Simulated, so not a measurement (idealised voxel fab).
process module | voxel self aligned vias
cross-section cut | 290 nm wide | cells 5 nm
A cross-section is a grid of square cells, given in bands from the top down. A band is one or more rows of cells.
Each band's line starts with the height of the band's top and of its bottom, in nm. Then come its materials from left to right, each with its width in nm. One material with "throughout" fills the band from edge to edge. "air" is empty space.
Height 0 is the level under which the wafer as received is all one material. The lowest band goes on downwards, as in "0 down".
A width such as "30 to 40" changes by the same amount from each row of cells to the next, from the band's top row to its bottom row.
"no change" after a step means that no cell of the cross-section changed.
closed voids: empty space of 8 cells or more with no open way to the top, each as width x height at its distance from the left edge, in nm
after a step's settings: what the simulator itself notes on the step
overlay nm, on a step with a mask: how far to the right of its planned place the mask lay; to the left if negative
plan
1 op RECEIVE | material Si
2 op CONFORMAL_DEP | material SiO2 | thk nm 15
3 op CONFORMAL_DEP | material SiCN | thk nm 5
4 op DIRECTIONAL_DEP | material lowk | thk nm 20
5 op DIRECTIONAL_DEP | material aC | thk nm 15
6 op PATTERN | tone open | mask id LINES | material resist | width nm 30 | pitch nm 75 | thk nm 35 | overlay nm 0
7 op DIRECTIONAL_ETCH | etch materials aC | depth nm 15
8 op STRIP | etch materials resist
9 op DIRECTIONAL_ETCH | etch materials lowk | depth nm 20
10 op STRIP | etch materials aC
11 op CONFORMAL_DEP | material TiN | thk nm 5
12 op FILL_DEP | material W | thk nm 5
13 op CMP | height nm 40
14 op SELECTIVE_ETCH | etch materials W Ru TiN | depth nm 10
15 op FILL_DEP | material SiN | thk nm 5
16 op CMP | height nm 40
17 op DIRECTIONAL_DEP | material lowk | thk nm 15
18 op MASKED_ETCH | tone open | mask id VIAS | width nm 50 | pitch nm 75 | etch materials lowk | depth nm 15 | overlay nm 0
19 op MASKED_ETCH | tone open | mask id VIAS | width nm 50 | pitch nm 75 | etch materials SiN | depth nm 10 | overlay nm 0
20 op CONFORMAL_DEP | material TiN | thk nm 5
21 op FILL_DEP | material Ru | thk nm 10
22 op CMP | height nm 55
23 op CONFORMAL_DEP | material SiCN | thk nm 5
as received, after step 1
  0 down: Si throughout
  closed voids: none
first wafer at the end, as planned
  60 to 55: SiCN throughout
  55 to 45: lowk 45 | TiN 5 | Ru 40 | TiN 5 | lowk 25 | TiN 5 | Ru 40 | TiN 5 | lowk 25 | TiN 5 | Ru 40 | TiN 5 | lowk 45
  45 to 35: lowk 45 to 55 | TiN 15 to 5 | Ru 20 | TiN 15 to 5 | lowk 25 to 45 | TiN 15 to 5 | Ru 20 | TiN 15 to 5 | lowk 25 to 45 | TiN 15 to 5 | Ru 20 | TiN 15 to 5 | lowk 45 to 55
  35 to 30: lowk 55 | TiN 30 | lowk 45 | TiN 30 | lowk 45 | TiN 30 | lowk 55
  30 to 25: lowk 55 | TiN 5 | W 20 | TiN 5 | lowk 45 | TiN 5 | W 20 | TiN 5 | lowk 45 | TiN 5 | W 20 | TiN 5 | lowk 55
  25 to 20: lowk 55 | TiN 30 | lowk 45 | TiN 30 | lowk 45 | TiN 30 | lowk 55
  20 to 15: SiCN throughout
  15 to 0: SiO2 throughout
  0 down: Si throughout
  closed voids: none
second wafer at the end: like start, like plan, one mistake
  60 to 55: SiCN throughout
  55 to 45: lowk 45 | TiN 5 | Ru 40 | TiN 5 | lowk 25 | TiN 5 | Ru 40 | TiN 5 | lowk 25 | TiN 5 | Ru 40 | TiN 5 | lowk 45
  45 to 35: lowk 45 to 55 | TiN 15 to 5 | Ru 20 | TiN 15 to 5 | lowk 25 to 45 | TiN 15 to 5 | Ru 20 | TiN 15 to 5 | lowk 25 to 45 | TiN 15 to 5 | Ru 20 | TiN 15 to 5 | lowk 45 to 55
  35 to 30: lowk 55 | TiN 30 | lowk 45 | TiN 30 | lowk 45 | TiN 30 | lowk 55
  30 to 25: lowk 55 | TiN 5 | W 20 | TiN 5 | lowk 45 | TiN 5 | W 20 | TiN 5 | lowk 45 | TiN 5 | W 20 | TiN 5 | lowk 55
  25 to 20: lowk 55 | TiN 30 | lowk 45 | TiN 30 | lowk 45 | TiN 30 | lowk 55
  20 to 15: lowk throughout
  15 to 0: SiO2 throughout
  0 down: Si throughout
  closed voids: none
what went wrong: step 3 ran as: op CONFORMAL_DEP | material lowk | thk nm 5
at the end the second wafer has, in cells: 58 fewer of SiCN | 58 more of lowk
